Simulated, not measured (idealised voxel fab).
This is a process module. Its name is voxel capacitor over wiring.
Section shown: cut. Width: 145 nm. Cell size: 5 nm, square.
How to read a cross-section here: the picture is a grid of square cells, written as bands going from the top down, and any band can span one or more rows of cells. The band entry comprises the height of the band's top followed by the height of its bottom, expressed in nm, and subsequently the band's materials from left to right, each stated together with its width in nm. Where a single material is marked with the word "throughout", that material fills the band from edge to edge. The word "empty" represents empty space. Heights are expressed relative to 0, this being the level below which the as-received wafer comprises one material exclusively. The lowest band is unbounded in the downward direction and is denoted as in "0 nm and below". The notation "30->40" denotes a width that varies across the rows of cells in the band, beginning at the first number in the top row, finishing at the second number in the bottom row, and changing by an identical amount from each row to the next. Any step labelled "stayed the same" changed none of the cells in the cross-section. Empty spaces without an open route to the top, at least 8 cells in extent, make up the entry "Enclosed void catalog"; each is given as width x height at distance, where the distance is measured from the left edge, and all are in nm. Read whatever lies past the settings on a step's line as the simulator's own remark about the step. overlay nm: step with mask; distance mask lay right of planned place; negative value = left of planned place.

These are the steps we planned for the process
step 1: RECEIVE [material Si]
step 2: CONFORMAL_DEP [material SiO2] [thk nm 10]
step 3: CONFORMAL_DEP [material SiN] [thk nm 5]
step 4: DIRECTIONAL_DEP [material SiO2] [thk nm 15]
step 5: PATTERN [tone open] [mask id METAL_1] [material resist] [width nm 20] [pitch nm 75] [thk nm 15] [overlay nm 0]
step 6: DIRECTIONAL_ETCH [etch materials SiO2] [depth nm 15]
step 7: DIRECTIONAL_ETCH [etch materials SiN] [depth nm 5]
step 8: STRIP [etch materials resist]
step 9: CONFORMAL_DEP [material TiN] [thk nm 5]
step 10: FILL_DEP [material Cu] [thk nm 5]
step 11: CMP [height nm 30]
step 12: CONFORMAL_DEP [material SiCN] [thk nm 5]
step 13: DIRECTIONAL_DEP [material SiO2] [thk nm 20]
step 14: PATTERN [tone open] [mask id PLUG_1] [material resist] [width nm 15] [thk nm 15] [overlay nm 0]
step 15: DIRECTIONAL_ETCH [etch materials SiO2] [depth nm 20]
step 16: DIRECTIONAL_ETCH [etch materials SiCN] [depth nm 5]
step 17: STRIP [etch materials resist]
step 18: CONFORMAL_DEP [material TiN] [thk nm 5]
step 19: FILL_DEP [material Cu] [thk nm 10]
step 20: CMP [height nm 55]
step 21: DIRECTIONAL_DEP [material TiN] [thk nm 5]
step 22: DIRECTIONAL_DEP [material SiN] [thk nm 5]
step 23: DIRECTIONAL_DEP [material TiN] [thk nm 5]
step 24: PATTERN [tone cover] [mask id UPPER_PLATE] [material resist] [width nm 60] [thk nm 15] [overlay nm 0]
step 25: DIRECTIONAL_ETCH [etch materials TiN] [depth nm 5]
step 26: DIRECTIONAL_ETCH [etch materials SiN] [depth nm 5]
step 27: STRIP [etch materials resist]
step 28: PATTERN [tone cover] [mask id LOWER_PLATE] [material resist] [width nm 70] [thk nm 20] [overlay nm 0]
step 29: DIRECTIONAL_ETCH [etch materials TiN] [depth nm 5]
step 30: STRIP [etch materials resist]
step 31: FILL_DEP [material SiO2] [thk nm 20]
step 32: CMP [height nm 85]
step 33: PATTERN [tone open] [mask id PLUG_2] [material resist] [width nm 15] [thk nm 15] [overlay nm 0]
step 34: DIRECTIONAL_ETCH [etch materials SiO2] [depth nm 15]
step 35: STRIP [etch materials resist]
step 36: CONFORMAL_DEP [material TiN] [thk nm 5]
step 37: FILL_DEP [material Ru] [thk nm 10]
step 38: CMP [height nm 85]
step 39: CONFORMAL_DEP [material SiN] [thk nm 5]

Cross-section of the wafer upon arrival, representing the state reached after step 1
> 0 nm and below = Si throughout
> Enclosed void catalog: none

Sectioned view, first of two wafers, at the close of the module, processed as intended in the plan
> 90 nm to 85 nm = SiN throughout
> 85 nm to 75 nm = 40 of SiO2, 5 of TiN, 5 of Ru, 5 of TiN, 90 of SiO2
> 75 nm to 65 nm = 40->30 of SiO2, 15->60 of TiN, 90->55 of SiO2
> 65 nm to 60 nm = 30 of SiO2, 60 of SiN, 55 of SiO2
> 60 nm to 55 nm = 25 of SiO2, 70 of TiN, 50 of SiO2
> 55 nm to 35 nm = 30 of SiO2, 5 of TiN, 5 of Cu, 5 of TiN, 100 of SiO2
> 35 nm to 30 nm = 30 of SiCN, 15 of TiN, 100 of SiCN
> 30 nm to 15 nm = 25 of SiO2, 5 of TiN, 10 of Cu, 5 of TiN, 55 of SiO2, 5 of TiN, 10 of Cu, 5 of TiN, 25 of SiO2
> 15 nm to 10 nm = 25 of SiN, 20 of TiN, 55 of SiN, 20 of TiN, 25 of SiN
> 10 nm to 0 nm = SiO2 throughout
> 0 nm and below = Si throughout
> Enclosed void catalog: none

Second wafer cross-section at end of module - shared start and plan with the first, one mistake in the run
> 90 nm to 85 nm = SiN throughout
> 85 nm to 75 nm = 40 of SiO2, 5 of TiN, 5 of Ru, 5 of TiN, 90 of SiO2
> 75 nm to 65 nm = 40->30 of SiO2, 15->60 of TiN, 90->55 of SiO2
> 65 nm to 60 nm = 30 of SiO2, 60 of SiN, 55 of SiO2
> 60 nm to 55 nm = 25 of SiO2, 70 of TiN, 50 of SiO2
> 55 nm to 35 nm = 30 of SiO2, 5 of TiN, 5 of Cu, 5 of TiN, 100 of SiO2
> 35 nm to 30 nm = 30 of SiCN, 15 of TiN, 100 of SiCN
> 30 nm to 15 nm = 20 of Cu, 5 of TiN, 20 of SiO2, 5 of TiN, 45 of Cu, 5 of TiN, 20 of SiO2, 5 of TiN, 20 of Cu
> 15 nm to 10 nm = 25 of TiN, 20 of SiN, 55 of TiN, 20 of SiN, 25 of TiN
> 10 nm to 0 nm = SiO2 throughout
> 0 nm and below = Si throughout
> Enclosed void catalog: none
Plan not followed: it should be noted that step 5 was executed with settings other than those planned, the operation and settings actually applied being PATTERN [tone cover] [mask id METAL_1] [material resist] [width nm 20] [pitch nm 75] [thk nm 15] [overlay nm 0]
In the final state, the cell counts of the second wafer exceed or fall short of those of the first for the following materials: 39 more of Cu, 13 fewer of SiN, 39 fewer of SiO2, 13 more of TiN
